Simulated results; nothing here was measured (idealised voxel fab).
A process module follows: voxel self aligned contacts.
Pictured: cross-section cut, 230 nm wide, on a grid of 5 nm square cells.
The cross-sections in this document take the form of a grid made of square cells. They are written out as bands, in order from top to bottom. Each band consists of one or more rows of cells. It is stipulated that each band's entry specify, in nanometres, the height of the top of the band and then that of its bottom, followed by the materials of the band in left-to-right sequence, each together with its width in nanometres. A single material marked by the word "edge to edge" is understood to fill the band from edge to edge; the word "empty" is understood to denote empty space. Heights are expressed relative to 0, this being the level below which the as-received wafer comprises one material exclusively. The lowest band is unbounded in the downward direction and is denoted as in "top 0, no bottom". Width spec "30 to 40" -> top row of cells at first value, bottom row at second value, equal per-row change in between. Key: "nothing altered" - step with no changed cell in the cross-section. Each empty space that has no open way to the top and spans at least 8 cells appears under "Enclosed void entries" as width x height at distance, the distance counted from the left edge, all in nm. Where a step's line continues beyond its settings, the continuation is a remark by the simulator itself on that step. "overlay nm" on a masked step: distance the mask lay right of its planned place, negative for left.

The steps planned for the process are as follows:
1,RECEIVE: material Si
2,OXIDIZE: depth nm 5
3,DIRECTIONAL_DEP: material polySi, thk nm 30
4,DIRECTIONAL_DEP: material SiN, thk nm 20
5,PATTERN: tone cover, mask id GATE, material resist, width nm 35, pitch nm 70, thk nm 20, overlay nm 0
6,DIRECTIONAL_ETCH: etch materials SiN, depth nm 20
7,DIRECTIONAL_ETCH: etch materials polySi, depth nm 30
8,STRIP: etch materials resist
9,CONFORMAL_DEP: material SiN, thk nm 5
10,DIRECTIONAL_ETCH: etch materials SiN, depth nm 5
11,FILL_DEP: material SiO2, thk nm 20
12,CMP: height nm 60
13,MASKED_ETCH: tone open, mask id CONTACT, width nm 55, etch materials SiO2, depth nm 65, overlay nm 0
14,CONFORMAL_DEP: material TiN, thk nm 5
15,FILL_DEP: material W, thk nm 5
16,CMP: height nm 60
17,CONFORMAL_DEP: material SiN, thk nm 5

First wafer, two in total, run as planned:

Here's what the wafer looked like in cross-section when it arrived - that's after step 1:
	top 0, no bottom = Si edge to edge
	Enclosed void entries: none

Once step 2 is through, the wafer looks like this in cross-section:
	top 0, bottom -5 = SiO2 edge to edge
	Note: structure below -5 unchanged.

Once step 3 is through, the wafer looks like this in cross-section:
	top 30, bottom 0 = polySi edge to edge
	Note: structure below 0 unchanged.

Once step 4 is through, the wafer looks like this in cross-section:
	top 50, bottom 30 = SiN edge to edge
	Note: structure below 30 unchanged.

Once step 5 is through, the wafer looks like this in cross-section:
	top 70, bottom 50 = empty=60; resist=35; empty=35; resist=35; empty=65
	Note: structure below 50 unchanged.

Once step 6 is through, the wafer looks like this in cross-section:
	top 70, bottom 50 = empty=60; resist=35; empty=35; resist=35; empty=65
	top 50, bottom 30 = empty=60; SiN=35; empty=35; SiN=35; empty=65
	Note: structure below 30 unchanged.

Once step 7 is through, the wafer looks like this in cross-section:
	top 70, bottom 50 = empty=60; resist=35; empty=35; resist=35; empty=65
	top 50, bottom 30 = empty=60; SiN=35; empty=35; SiN=35; empty=65
	top 30, bottom 0 = empty=60; polySi=35; empty=35; polySi=35; empty=65
	Note: structure below 0 unchanged.

Once step 8 is through, the wafer looks like this in cross-section:
	top 50, bottom 30 = empty=60; SiN=35; empty=35; SiN=35; empty=65
	Note: structure below 30 unchanged.

Once step 9 is through, the wafer looks like this in cross-section:
	top 55, bottom 30 = empty=55; SiN=45; empty=25; SiN=45; empty=60
	top 30, bottom 5 = empty=55; SiN=5; polySi=35; SiN=5; empty=25; SiN=5; polySi=35; SiN=5; empty=60
	top 5, bottom 0 = SiN=60; polySi=35; SiN=35; polySi=35; SiN=65
	Note: structure below 0 unchanged.

Once step 10 is through, the wafer looks like this in cross-section:
	top 50, bottom 30 = empty=55; SiN=45; empty=25; SiN=45; empty=60
	top 30, bottom 0 = empty=55; SiN=5; polySi=35; SiN=5; empty=25; SiN=5; polySi=35; SiN=5; empty=60
	Note: structure below 0 unchanged.

Once step 11 is through, the wafer looks like this in cross-section:
	top 70, bottom 50 = SiO2 edge to edge
	top 50, bottom 30 = SiO2=55; SiN=45; SiO2=25; SiN=45; SiO2=60
	top 30, bottom 0 = SiO2=55; SiN=5; polySi=35; SiN=5; SiO2=25; SiN=5; polySi=35; SiN=5; SiO2=60
	Note: structure below 0 unchanged.

Once step 12 is through, the wafer looks like this in cross-section:
	top 60, bottom 50 = SiO2 edge to edge
	Note: structure below 50 unchanged.

Once step 13 is through, the wafer looks like this in cross-section:
	top 60, bottom 50 = SiO2=85; empty=55; SiO2=90
	top 50, bottom 30 = SiO2=55; SiN=45; empty=25; SiN=45; SiO2=60
	top 30, bottom 0 = SiO2=55; SiN=5; polySi=35; SiN=5; empty=25; SiN=5; polySi=35; SiN=5; SiO2=60
	top 0, bottom -5 = SiO2=100; empty=25; SiO2=105
	Note: structure below -5 unchanged.

Once step 14 is through, the wafer looks like this in cross-section:
	top 65, bottom 60 = TiN=90; empty=45; TiN=95
	top 60, bottom 50 = SiO2=85; TiN=5 to 20; empty=45 to 15; TiN=5 to 20; SiO2=90
	top 50, bottom 30 = SiO2=55; SiN=45; TiN=5; empty=15; TiN=5; SiN=45; SiO2=60
	top 30, bottom 0 = SiO2=55; SiN=5; polySi=35; SiN=5; TiN=5; empty=15; TiN=5; SiN=5; polySi=35; SiN=5; SiO2=60
	top 0, bottom -5 = SiO2=100; TiN=25; SiO2=105
	Note: structure below -5 unchanged.

Once step 15 is through, the wafer looks like this in cross-section:
	top 70, bottom 65 = W edge to edge
	top 65, bottom 60 = TiN=90; W=45; TiN=95
	top 60, bottom 50 = SiO2=85; TiN=5 to 20; W=45 to 15; TiN=5 to 20; SiO2=90
	top 50, bottom 30 = SiO2=55; SiN=45; TiN=5; W=15; TiN=5; SiN=45; SiO2=60
	top 30, bottom 0 = SiO2=55; SiN=5; polySi=35; SiN=5; TiN=5; W=15; TiN=5; SiN=5; polySi=35; SiN=5; SiO2=60
	Note: structure below 0 unchanged.

Once step 16 is through, the wafer looks like this in cross-section:
	top 60, bottom 50 = SiO2=85; TiN=5 to 20; W=45 to 15; TiN=5 to 20; SiO2=90
	Note: structure below 50 unchanged.

Once step 17 is through, the wafer looks like this in cross-section:
	top 65, bottom 60 = SiN edge to edge
	Note: structure below 60 unchanged.

Wafer two. Identical start, identical plan. One mistake in execution. Identical history through step 14:

Second wafer cross-section, taken as of the time the plan sets for step 15 to be done:
	top 70, bottom 65 = SiO2 edge to edge
	top 65, bottom 60 = TiN=90; SiO2=45; TiN=95
	top 60, bottom 50 = SiO2=85; TiN=5 to 20; SiO2=45 to 15; TiN=5 to 20; SiO2=90
	top 50, bottom 30 = SiO2=55; SiN=45; TiN=5; SiO2=15; TiN=5; SiN=45; SiO2=60
	top 30, bottom 0 = SiO2=55; SiN=5; polySi=35; SiN=5; TiN=5; SiO2=15; TiN=5; SiN=5; polySi=35; SiN=5; SiO2=60
	Note: structure below 0 unchanged.

Second wafer cross-section, taken as of the time the plan sets for step 16 to be done:
	top 60, bottom 50 = SiO2=85; TiN=5 to 20; SiO2=45 to 15; TiN=5 to 20; SiO2=90
	Note: structure below 50 unchanged.

Second wafer cross-section, taken as of the time the plan sets for step 17 to be done:
	top 65, bottom 60 = SiN edge to edge
	Note: structure below 60 unchanged.
Plan not followed: step 15 was processed under conditions differing from the plan, specifically as FILL_DEP: material SiO2, thk nm 5
At the finish, the second wafer shows more or fewer cells for some materials than the first does: +42 SiO2; -42 W
